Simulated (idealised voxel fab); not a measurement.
process module | voxel air gaps
cross-section cut | 260 nm wide | cells 5 nm
A cross-section is a grid of square cells, given in bands from the top down. A band is one or more rows of cells.
Each band's line starts with the height of the band's top and of its bottom, in nm. Then come its materials from left to right, each with its width in nm. One material with "throughout" fills the band from edge to edge. "air" is empty space.
Height 0 is the level under which the wafer as received is all one material. The lowest band goes on downwards, as in "0 down".
A width such as "30 to 40" changes by the same amount from each row of cells to the next, from the band's top row to its bottom row.
"no change" after a step means that no cell of the cross-section changed.
closed voids: empty space of 8 cells or more with no open way to the top, each as width x height at its distance from the left edge, in nm
after a step's settings: what the simulator itself notes on the step
overlay nm, on a step with a mask: how far to the right of its planned place the mask lay; to the left if negative
plan
1 op RECEIVE | material Si
2 op CONFORMAL_DEP | material SiO2 | thk nm 15
3 op CONFORMAL_DEP | material SiCN | thk nm 5
4 op DIRECTIONAL_DEP | material lowk | thk nm 35
5 op DIRECTIONAL_DEP | material aC | thk nm 15
6 op PATTERN | tone open | mask id LINES | material resist | width nm 25 | pitch nm 50 | thk nm 35 | overlay nm 0
7 op DIRECTIONAL_ETCH | etch materials aC | depth nm 15
8 op STRIP | etch materials resist
9 op DIRECTIONAL_ETCH | etch materials lowk | depth nm 35
10 op STRIP | etch materials aC
11 op CONFORMAL_DEP | material TiN | thk nm 5
12 op FILL_DEP | material Cu | thk nm 5
13 op CMP | height nm 55
14 op EPI | material Ru | thk nm 10
15 op SELECTIVE_ETCH | etch materials lowk | depth nm 45
16 op CONFORMAL_DEP | material SiCN | thk nm 5
first wafer, as planned
as received, after step 1
  0 down: Si throughout
  closed voids: none
after step 2
  15 to 0: SiO2 throughout
  below 0: unchanged
after step 3
  20 to 15: SiCN throughout
  below 15: unchanged
after step 4
  55 to 20: lowk throughout
  below 20: unchanged
after step 5
  70 to 55: aC throughout
  below 55: unchanged
after step 6
  105 to 70: resist 40 | air 25 | resist 25 | air 25 | resist 25 | air 25 | resist 25 | air 25 | resist 45
  below 70: unchanged
after step 7
  90 to 70: resist 40 | air 25 | resist 25 | air 25 | resist 25 | air 25 | resist 25 | air 25 | resist 45
  70 to 55: aC 40 | air 25 | aC 25 | air 25 | aC 25 | air 25 | aC 25 | air 25 | aC 45
  below 55: unchanged
after step 8
  70 to 55: aC 40 | air 25 | aC 25 | air 25 | aC 25 | air 25 | aC 25 | air 25 | aC 45
  below 55: unchanged
after step 9
  70 to 55: aC 40 | air 25 | aC 25 | air 25 | aC 25 | air 25 | aC 25 | air 25 | aC 45
  55 to 20: lowk 40 | air 25 | lowk 25 | air 25 | lowk 25 | air 25 | lowk 25 | air 25 | lowk 45
  below 20: unchanged
after step 10
  55 to 20: lowk 40 | air 25 | lowk 25 | air 25 | lowk 25 | air 25 | lowk 25 | air 25 | lowk 45
  below 20: unchanged
after step 11
  60 to 55: TiN 45 | air 15 | TiN 35 | air 15 | TiN 35 | air 15 | TiN 35 | air 15 | TiN 50
  55 to 25: lowk 40 | TiN 5 | air 15 | TiN 5 | lowk 25 | TiN 5 | air 15 | TiN 5 | lowk 25 | TiN 5 | air 15 | TiN 5 | lowk 25 | TiN 5 | air 15 | TiN 5 | lowk 45
  25 to 20: lowk 40 | TiN 25 | lowk 25 | TiN 25 | lowk 25 | TiN 25 | lowk 25 | TiN 25 | lowk 45
  below 20: unchanged
after step 12
  65 to 60: Cu throughout
  60 to 55: TiN 45 | Cu 15 | TiN 35 | Cu 15 | TiN 35 | Cu 15 | TiN 35 | Cu 15 | TiN 50
  55 to 25: lowk 40 | TiN 5 | Cu 15 | TiN 5 | lowk 25 | TiN 5 | Cu 15 | TiN 5 | lowk 25 | TiN 5 | Cu 15 | TiN 5 | lowk 25 | TiN 5 | Cu 15 | TiN 5 | lowk 45
  below 25: unchanged
after step 13
  55 to 25: lowk 40 | TiN 5 | Cu 15 | TiN 5 | lowk 25 | TiN 5 | Cu 15 | TiN 5 | lowk 25 | TiN 5 | Cu 15 | TiN 5 | lowk 25 | TiN 5 | Cu 15 | TiN 5 | lowk 45
  below 25: unchanged
after step 14
  65 to 55: air 30 | Ru 45 | air 5 | Ru 45 | air 5 | Ru 45 | air 5 | Ru 45 | air 35
  below 55: unchanged
after step 15
  65 to 55: air 30 | Ru 45 | air 5 | Ru 45 | air 5 | Ru 45 | air 5 | Ru 45 | air 35
  55 to 25: air 40 | TiN 5 | Cu 15 | TiN 5 | air 25 | TiN 5 | Cu 15 | TiN 5 | air 25 | TiN 5 | Cu 15 | TiN 5 | air 25 | TiN 5 | Cu 15 | TiN 5 | air 45
  25 to 20: air 40 | TiN 25 | air 25 | TiN 25 | air 25 | TiN 25 | air 25 | TiN 25 | air 45
  below 20: unchanged
after step 16
  70 to 65: air 25 | SiCN 205 | air 30
  65 to 55: air 25 | SiCN 5 | Ru 45 | SiCN 5 | Ru 45 | SiCN 5 | Ru 45 | SiCN 5 | Ru 45 | SiCN 5 | air 30
  55 to 50: air 25 | SiCN 15 | TiN 5 | Cu 15 | TiN 5 | SiCN 25 | TiN 5 | Cu 15 | TiN 5 | SiCN 25 | TiN 5 | Cu 15 | TiN 5 | SiCN 25 | TiN 5 | Cu 15 | TiN 5 | SiCN 15 | air 30
  50 to 25: air 35 | SiCN 5 | TiN 5 | Cu 15 | TiN 5 | SiCN 5 | air 15 | SiCN 5 | TiN 5 | Cu 15 | TiN 5 | SiCN 5 | air 15 | SiCN 5 | TiN 5 | Cu 15 | TiN 5 | SiCN 5 | air 15 | SiCN 5 | TiN 5 | Cu 15 | TiN 5 | SiCN 5 | air 40
  25 to 20: SiCN 40 | TiN 25 | SiCN 25 | TiN 25 | SiCN 25 | TiN 25 | SiCN 25 | TiN 25 | SiCN 45
  below 20: unchanged
  closed voids: 15 x 25 at 70; 15 x 25 at 120; 15 x 25 at 170
second wafer: like start, like plan, one mistake. Through step 2 it matches the first wafer
when step 3 should have ended
  50 to 15: lowk throughout
  below 15: unchanged
when step 4 should have ended
  55 to 50: SiCN throughout
  below 50: unchanged
when step 5 should have ended
  70 to 55: aC throughout
  below 55: unchanged
when step 6 should have ended
  105 to 70: resist 40 | air 25 | resist 25 | air 25 | resist 25 | air 25 | resist 25 | air 25 | resist 45
  below 70: unchanged
when step 7 should have ended
  90 to 70: resist 40 | air 25 | resist 25 | air 25 | resist 25 | air 25 | resist 25 | air 25 | resist 45
  70 to 55: aC 40 | air 25 | aC 25 | air 25 | aC 25 | air 25 | aC 25 | air 25 | aC 45
  below 55: unchanged
when step 8 should have ended
  70 to 55: aC 40 | air 25 | aC 25 | air 25 | aC 25 | air 25 | aC 25 | air 25 | aC 45
  below 55: unchanged
when step 9 should have ended: no change
when step 10 should have ended
  55 to 50: SiCN throughout
  below 50: unchanged
when step 11 should have ended
  60 to 55: TiN throughout
  below 55: unchanged
when step 12 should have ended
  65 to 60: Cu throughout
  below 60: unchanged
when step 13 should have ended
  55 to 50: SiCN throughout
  below 50: unchanged
when step 14 should have ended: no change
when step 15 should have ended: no change
when step 16 should have ended
  60 to 50: SiCN throughout
  below 50: unchanged
what went wrong: steps 3 and 4 were swapped
at the end the second wafer has, in cells: 72 fewer of Cu | 72 fewer of Ru | 92 fewer of SiCN | 68 fewer of TiN | 364 more of lowk
closed voids at the end (first wafer, second wafer): 3, 0
